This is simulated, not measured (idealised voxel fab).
voxel capacitor over wiring: a process module
The cross-section shown here is cut; it is 180 nm wide and divided into square cells measuring 5 nm on a side.
A cross-section in this document is a grid of square cells, and it is written down as bands, the top band listed before the ones below it; a band is made up of one or more rows of cells. This entry defines a band. It first specifies the height of the band's top and the height of its bottom in nm, and then specifies the band's materials from left to right, stating each material with its width in nm. The word "everywhere" identifies a single material that fills the band from edge to edge, while the word "empty" identifies empty space. Measure heights from 0. That's the level where, below it, the as-received wafer is all one material. The lowest band is bottomless and extends downward; write it as in "0..down". The width entry "30 to 40" should be interpreted row by row: the top row of cells in the band takes the first number, the bottom row takes the second number, and the change between adjacent rows is uniform throughout. "no alteration" -> step changed no cross-section cell. Closed internal cavities: empty space of 8 cells or more with no open way to the top, each as width x height at its distance from the left edge, in nm. Note: text after step settings on the step line = simulator remark on that step. overlay nm: where the mask lay relative to plan, measured to the right, on steps with a mask; negatives go left.

These are the steps we planned for the process
step 1: RECEIVE, material Si
step 2: CONFORMAL_DEP, material SiO2, thk nm 15
step 3: DIRECTIONAL_DEP, material TiN, thk nm 5
step 4: DIRECTIONAL_DEP, material Ru, thk nm 20
step 5: PATTERN, tone cover, mask id METAL_1, material resist, width nm 15, pitch nm 95, thk nm 20, overlay nm 0
step 6: DIRECTIONAL_ETCH, etch materials Ru, depth nm 20
step 7: DIRECTIONAL_ETCH, etch materials TiN, depth nm 5
step 8: STRIP, etch materials resist
step 9: CONFORMAL_DEP, material SiCN, thk nm 5
step 10: FILL_DEP, material lowk, thk nm 5
step 11: CMP, height nm 40
step 12: CONFORMAL_DEP, material SiCN, thk nm 5
step 13: DIRECTIONAL_DEP, material SiO2, thk nm 10
step 14: DIRECTIONAL_DEP, material aC, thk nm 15
step 15: PATTERN, tone open, mask id PLUG_1, material resist, width nm 15, thk nm 35, overlay nm 0
step 16: DIRECTIONAL_ETCH, etch materials aC, depth nm 15
step 17: STRIP, etch materials resist
step 18: DIRECTIONAL_ETCH, etch materials SiO2, depth nm 10
step 19: DIRECTIONAL_ETCH, etch materials SiCN, depth nm 5
step 20: STRIP, etch materials aC
step 21: EPI, material Ru, thk nm 10
step 22: EPI, material Ru, thk nm 5
step 23: DIRECTIONAL_DEP, material TiN, thk nm 5
step 24: DIRECTIONAL_DEP, material HfO2, thk nm 5
step 25: DIRECTIONAL_DEP, material TiN, thk nm 5
step 26: DIRECTIONAL_DEP, material aC, thk nm 15
step 27: PATTERN, tone cover, mask id UPPER_PLATE, material resist, width nm 75, thk nm 30, overlay nm 0
step 28: DIRECTIONAL_ETCH, etch materials aC, depth nm 15
step 29: STRIP, etch materials resist
step 30: DIRECTIONAL_ETCH, etch materials TiN, depth nm 5
step 31: DIRECTIONAL_ETCH, etch materials HfO2, depth nm 5
step 32: STRIP, etch materials aC
step 33: DIRECTIONAL_DEP, material aC, thk nm 15
step 34: PATTERN, tone cover, mask id LOWER_PLATE, material resist, width nm 85, thk nm 35, overlay nm 0
step 35: DIRECTIONAL_ETCH, etch materials aC, depth nm 15
step 36: STRIP, etch materials resist
step 37: DIRECTIONAL_ETCH, etch materials TiN, depth nm 5
step 38: STRIP, etch materials aC
step 39: FILL_DEP, material SiO2, thk nm 15
step 40: CMP, height nm 80
step 41: DIRECTIONAL_DEP, material aC, thk nm 10
step 42: PATTERN, tone open, mask id PLUG_2, material resist, width nm 15, thk nm 30, overlay nm 0
step 43: DIRECTIONAL_ETCH, etch materials aC, depth nm 10
step 44: STRIP, etch materials resist
step 45: DIRECTIONAL_ETCH, etch materials SiO2, depth nm 10
step 46: STRIP, etch materials aC
step 47: CONFORMAL_DEP, material TiN, thk nm 5
step 48: FILL_DEP, material W, thk nm 10
step 49: CMP, height nm 80
step 50: CONFORMAL_DEP, material SiCN, thk nm 5
Heads up: all these wafers start the same, and what changes between them is the width nm in step 5. The value you see in the plan is just what the first wafer got.

As-received cross-section, first of several wafers, post step 1
* 0..down: Si everywhere
* Closed internal cavities: none

Cross-section of the first of several wafers, taken after step 50, where the module ends
* 85..80: SiCN everywhere
* 80..75: SiO2 (50)  TiN (5)  W (5)  TiN (5)  SiO2 (115)
* 75..65: SiO2 (50 to 40)  TiN (15 to 75)  SiO2 (115 to 65)
* 65..60: SiO2 (40)  HfO2 (75)  SiO2 (65)
* 60..55: SiO2 (35)  TiN (85)  SiO2 (60)
* 55..45: SiO2 (40)  Ru (15)  SiO2 (125)
* 45..40: SiCN (40)  Ru (15)  SiCN (125)
* 40..20: lowk (30)  SiCN (5)  Ru (15)  SiCN (5)  lowk (70)  SiCN (5)  Ru (15)  SiCN (5)  lowk (30)
* 20..15: SiCN (35)  TiN (15)  SiCN (80)  TiN (15)  SiCN (35)
* 15..0: SiO2 everywhere
* 0..down: Si everywhere
* Closed internal cavities: none

The final wafer, sectioned at module end
* 85..80: SiCN everywhere
* 80..75: SiO2 (50)  TiN (5)  W (5)  TiN (5)  SiO2 (115)
* 75..65: SiO2 (50 to 40)  TiN (15 to 75)  SiO2 (115 to 65)
* 65..60: SiO2 (40)  HfO2 (75)  SiO2 (65)
* 60..55: SiO2 (35)  TiN (85)  SiO2 (60)
* 55..45: SiO2 (40)  Ru (15)  SiO2 (125)
* 45..40: SiCN (40)  Ru (15)  SiCN (125)
* 40..20: lowk (20)  SiCN (5)  Ru (40)  SiCN (5)  lowk (45)  SiCN (5)  Ru (40)  SiCN (5)  lowk (15)
* 20..15: SiCN (25)  TiN (40)  SiCN (55)  TiN (40)  SiCN (20)
* 15..0: SiO2 everywhere
* 0..down: Si everywhere
* Closed internal cavities: none

Every row in this table is a wafer at the end of the module, and it gives, for each of the materials, the cells that wafer has gained (+) or lost (-) since it was received, then its closed voids
width nm 15; +15 HfO2; +33 Ru; +115 SiCN; +301 SiO2; +43 TiN; +1 W; +104 lowk; Closed internal cavities: none
width nm 20; +15 HfO2; +41 Ru; +113 SiCN; +301 SiO2; +45 TiN; +1 W; +96 lowk; Closed internal cavities: none
width nm 25; +15 HfO2; +49 Ru; +111 SiCN; +301 SiO2; +47 TiN; +1 W; +88 lowk; Closed internal cavities: none
width nm 30; +15 HfO2; +57 Ru; +109 SiCN; +301 SiO2; +49 TiN; +1 W; +80 lowk; Closed internal cavities: none
width nm 35; +15 HfO2; +65 Ru; +107 SiCN; +301 SiO2; +51 TiN; +1 W; +72 lowk; Closed internal cavities: none
width nm 40; +15 HfO2; +73 Ru; +105 SiCN; +301 SiO2; +53 TiN; +1 W; +64 lowk; Closed internal cavities: none
